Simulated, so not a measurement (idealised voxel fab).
You're looking at the process module voxel quadruple lines.
Cross-section cut spans 225 nm and uses square cells 5 nm in size.
Cross-section = grid of square cells, listed top down in bands; band = one or more rows.
Per band: top height and bottom height in nm, followed by the left-to-right materials and their widths in nm; "edge to edge" marks a single material spanning edge to edge, "air" marks empty space.
Beneath 0, the wafer as received is one material, and that level is where height counting begins. The lowest band goes on downward without a bottom; it is written like "0..down".
Graded width ("30->40"): value in top row of band = first number; value in bottom row = second number; row-to-row change constant.
Where a step carries "nothing different", the cross-section came out of it unchanged, cell for cell.
Closed-off voids of 8+ cells (no open route to the top) go in "Enclosed void list", written width x height at distance from the left edge, in nm.
Past the settings on a step's line: simulator remark, on that step.
"overlay nm", when on a step's line for a step with a mask, measures how far to the right of its planned place the mask lay; a negative measure means to the left.
Process steps - plan:
- 1: RECEIVE: material Si
- 2: CONFORMAL_DEP: material Al2O3, thk nm 5
- 3: DIRECTIONAL_DEP: material TiN, thk nm 15
- 4: DIRECTIONAL_DEP: material polySi, thk nm 20
- 5: DIRECTIONAL_DEP: material aC, thk nm 25
- 6: PATTERN: tone cover, mask id MANDREL, material resist, width nm 15, pitch nm 80, thk nm 35, overlay nm 0
- 7: DIRECTIONAL_ETCH: etch materials aC, depth nm 25
- 8: STRIP: etch materials resist
- 9: CONFORMAL_DEP: material SiO2, thk nm 15
- 10: DIRECTIONAL_ETCH: etch materials SiO2, depth nm 15
- 11: STRIP: etch materials aC
- 12: DIRECTIONAL_ETCH: etch materials polySi, depth nm 20
- 13: STRIP: etch materials SiO2
- 14: CONFORMAL_DEP: material SiCN, thk nm 5
- 15: DIRECTIONAL_ETCH: etch materials SiCN, depth nm 5
- 16: STRIP: etch materials polySi
- 17: DIRECTIONAL_ETCH: etch materials TiN, depth nm 15
- 18: STRIP: etch materials SiCN
- 19: FILL_DEP: material SiO2, thk nm 10
- 20: CMP: height nm 20
The value of width nm given for step 6 in the plan refers to the first wafer; the wafers vary in this setting and are alike at the start.
Cut through the first of several wafers as received, post step 1:
	0..down = Si edge to edge
	Enclosed void list: none
Table: wafers, a row each; end-of-module cell change per material since receipt, gain (+), loss (-); then closed voids:
width nm 15; +45 Al2O3; +111 SiO2; +24 TiN; Enclosed void list: none
width nm 20; +45 Al2O3; +111 SiO2; +24 TiN; Enclosed void list: none
width nm 25; +45 Al2O3; +111 SiO2; +24 TiN; Enclosed void list: none
width nm 30; +45 Al2O3; +111 SiO2; +24 TiN; Enclosed void list: none
width nm 35; +45 Al2O3; +111 SiO2; +24 TiN; Enclosed void list: none
width nm 40; +45 Al2O3; +111 SiO2; +24 TiN; Enclosed void list: none
